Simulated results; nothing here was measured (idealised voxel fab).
This section sets out a process module, namely voxel ribs on slabs.
Square cells of 5 nm make up the cross-section cut, whose width is 175 nm.
We lay out every cross-section as a grid of square cells and spell it out in bands from the top down, where one band means one or more rows of cells.
Heights first: top, then bottom, in nm. Then materials, left to right, each with a width in nm. "full width" on a single material: fills the band edge to edge. "blank": empty space.
Below 0: as-received wafer, all one material; heights counted from there. Lowest band: no bottom, goes on down, written "top 0, no bottom".
Top row gets the first number, bottom row gets the second, and each row in between changes by the same step: that is how a band width like "30 to 40" works.
You'll sometimes find "remained the same" written for a step, and that's the way of saying that nowhere in the cross-section did a cell change during that step.
Look at "Enclosed void inventory" for the closed voids: empty spaces with no open path to the top, sized 8 cells or up. Each is width x height at distance, distance from the left edge, all nm.
Where a step's line continues beyond its settings, the continuation is a remark by the simulator itself on that step.
The "overlay nm" setting may appear on a step's line; for a step that uses a mask, it gives how far to the right of its planned position the mask lay, and a negative value indicates the left.
### Planned process steps
1) RECEIVE [material Si]
2) DIRECTIONAL_DEP [material SiO2] [thk nm 30]
3) DIRECTIONAL_DEP [material SiN] [thk nm 20]
4) PATTERN [tone cover] [mask id RIB] [material resist] [width nm 20] [thk nm 20] [overlay nm 0]
5) DIRECTIONAL_ETCH [etch materials SiN] [depth nm 15]
6) STRIP [etch materials resist]
7) PATTERN [tone cover] [mask id SLAB] [material resist] [width nm 60] [thk nm 20] [overlay nm 0]
8) DIRECTIONAL_ETCH [etch materials SiN] [depth nm 5]
9) STRIP [etch materials resist]
10) FILL_DEP [material SiO2] [thk nm 15]
11) CMP [height nm 60]
12) DIRECTIONAL_DEP [material TiN] [thk nm 10]
13) DIRECTIONAL_DEP [material aC] [thk nm 10]
14) PATTERN [tone cover] [mask id HEATER] [material resist] [width nm 30] [thk nm 25] [overlay nm 0]
15) DIRECTIONAL_ETCH [etch materials aC] [depth nm 10]
16) STRIP [etch materials resist]
17) DIRECTIONAL_ETCH [etch materials TiN] [depth nm 10]
18) STRIP [etch materials aC]
19) CONFORMAL_DEP [material SiN] [thk nm 5]
### First of the two wafers, run per plan
### Cross-section: wafer on arrival = after step 1
> top 0, no bottom  Si full width
> Enclosed void inventory: none
### after step 2
> top 30, bottom 0  SiO2 full width
> Under the height 0 nothing was changed.
### after step 3
> top 50, bottom 30  SiN full width
> Under the height 30 nothing was changed.
### after step 4
> top 70, bottom 50  blank 75 nm | resist 20 nm | blank 80 nm
> Under the height 50 nothing was changed.
### after step 5
> top 70, bottom 50  blank 75 nm | resist 20 nm | blank 80 nm
> top 50, bottom 35  blank 75 nm | SiN 20 nm | blank 80 nm
> Under the height 35 nothing was changed.
### after step 6
> top 50, bottom 35  blank 75 nm | SiN 20 nm | blank 80 nm
> Under the height 35 nothing was changed.
### after step 7
> top 70, bottom 50  blank 55 nm | resist 60 nm | blank 60 nm
> top 50, bottom 35  blank 55 nm | resist 20 nm | SiN 20 nm | resist 20 nm | blank 60 nm
> Under the height 35 nothing was changed.
### after step 8
> top 70, bottom 50  blank 55 nm | resist 60 nm | blank 60 nm
> top 50, bottom 35  blank 55 nm | resist 20 nm | SiN 20 nm | resist 20 nm | blank 60 nm
> top 35, bottom 30  blank 55 nm | SiN 60 nm | blank 60 nm
> Under the height 30 nothing was changed.
### after step 9
> top 50, bottom 35  blank 75 nm | SiN 20 nm | blank 80 nm
> Under the height 35 nothing was changed.
### after step 10
> top 65, bottom 50  SiO2 full width
> top 50, bottom 35  SiO2 75 nm | SiN 20 nm | SiO2 80 nm
> top 35, bottom 30  SiO2 55 nm | SiN 60 nm | SiO2 60 nm
> Under the height 30 nothing was changed.
### after step 11
> top 60, bottom 50  SiO2 full width
> Under the height 50 nothing was changed.
### after step 12
> top 70, bottom 60  TiN full width
> Under the height 60 nothing was changed.
### after step 13
> top 80, bottom 70  aC full width
> Under the height 70 nothing was changed.
### after step 14
> top 105, bottom 80  blank 70 nm | resist 30 nm | blank 75 nm
> Under the height 80 nothing was changed.
### after step 15
> top 95, bottom 80  blank 70 nm | resist 30 nm | blank 75 nm
> top 80, bottom 70  blank 70 nm | aC 30 nm | blank 75 nm
> Under the height 70 nothing was changed.
### after step 16
> top 80, bottom 70  blank 70 nm | aC 30 nm | blank 75 nm
> Under the height 70 nothing was changed.
### after step 17
> top 80, bottom 70  blank 70 nm | aC 30 nm | blank 75 nm
> top 70, bottom 60  blank 70 nm | TiN 30 nm | blank 75 nm
> Under the height 60 nothing was changed.
### after step 18
> top 70, bottom 60  blank 70 nm | TiN 30 nm | blank 75 nm
> Under the height 60 nothing was changed.
### after step 19
> top 75, bottom 70  blank 65 nm | SiN 40 nm | blank 70 nm
> top 70, bottom 65  blank 65 nm | SiN 5 nm | TiN 30 nm | SiN 5 nm | blank 70 nm
> top 65, bottom 60  SiN 70 nm | TiN 30 nm | SiN 75 nm
> Under the height 60 nothing was changed.
### Now the other wafer: same start, same recipe, but we messed up one thing when running it. Up to and including step 3 it's the same as the first one
### Second wafer, cut view, end of step 4 per plan
> top 70, bottom 50  blank 80 nm | resist 20 nm | blank 75 nm
> Under the height 50 nothing was changed.
### Second wafer, cut view, end of step 5 per plan
> top 70, bottom 50  blank 80 nm | resist 20 nm | blank 75 nm
> top 50, bottom 35  blank 80 nm | SiN 20 nm | blank 75 nm
> Under the height 35 nothing was changed.
### Second wafer, cut view, end of step 6 per plan
> top 50, bottom 35  blank 80 nm | SiN 20 nm | blank 75 nm
> Under the height 35 nothing was changed.
### Second wafer, cut view, end of step 7 per plan
> top 70, bottom 50  blank 55 nm | resist 60 nm | blank 60 nm
> top 50, bottom 35  blank 55 nm | resist 25 nm | SiN 20 nm | resist 15 nm | blank 60 nm
> Under the height 35 nothing was changed.
### Second wafer, cut view, end of step 8 per plan
> top 70, bottom 50  blank 55 nm | resist 60 nm | blank 60 nm
> top 50, bottom 35  blank 55 nm | resist 25 nm | SiN 20 nm | resist 15 nm | blank 60 nm
> top 35, bottom 30  blank 55 nm | SiN 60 nm | blank 60 nm
> Under the height 30 nothing was changed.
### Second wafer, cut view, end of step 9 per plan
> top 50, bottom 35  blank 80 nm | SiN 20 nm | blank 75 nm
> Under the height 35 nothing was changed.
### Second wafer, cut view, end of step 10 per plan
> top 65, bottom 50  SiO2 full width
> top 50, bottom 35  SiO2 80 nm | SiN 20 nm | SiO2 75 nm
> top 35, bottom 30  SiO2 55 nm | SiN 60 nm | SiO2 60 nm
> Under the height 30 nothing was changed.
### Second wafer, cut view, end of step 11 per plan
> top 60, bottom 50  SiO2 full width
> Under the height 50 nothing was changed.
### Second wafer, cut view, end of step 12 per plan
> top 70, bottom 60  TiN full width
> Under the height 60 nothing was changed.
### Second wafer, cut view, end of step 13 per plan
> top 80, bottom 70  aC full width
> Under the height 70 nothing was changed.
### Second wafer, cut view, end of step 14 per plan
> top 105, bottom 80  blank 70 nm | resist 30 nm | blank 75 nm
> Under the height 80 nothing was changed.
### Second wafer, cut view, end of step 15 per plan
> top 95, bottom 80  blank 70 nm | resist 30 nm | blank 75 nm
> top 80, bottom 70  blank 70 nm | aC 30 nm | blank 75 nm
> Under the height 70 nothing was changed.
### Second wafer, cut view, end of step 16 per plan
> top 80, bottom 70  blank 70 nm | aC 30 nm | blank 75 nm
> Under the height 70 nothing was changed.
### Second wafer, cut view, end of step 17 per plan
> top 80, bottom 70  blank 70 nm | aC 30 nm | blank 75 nm
> top 70, bottom 60  blank 70 nm | TiN 30 nm | blank 75 nm
> Under the height 60 nothing was changed.
### Second wafer, cut view, end of step 18 per plan
> top 70, bottom 60  blank 70 nm | TiN 30 nm | blank 75 nm
> Under the height 60 nothing was changed.
### Second wafer, cut view, end of step 19 per plan
> top 75, bottom 70  blank 65 nm | SiN 40 nm | blank 70 nm
> top 70, bottom 65  blank 65 nm | SiN 5 nm | TiN 30 nm | SiN 5 nm | blank 70 nm
> top 65, bottom 60  SiN 70 nm | TiN 30 nm | SiN 75 nm
> Under the height 60 nothing was changed.
Processing error: note that step 4 departed from the planned setting and was carried out as PATTERN [tone cover] [mask id RIB] [material resist] [width nm 20] [thk nm 20] [overlay nm 5]
Final wafers compared: equal cell tally per material, rearranged layout.
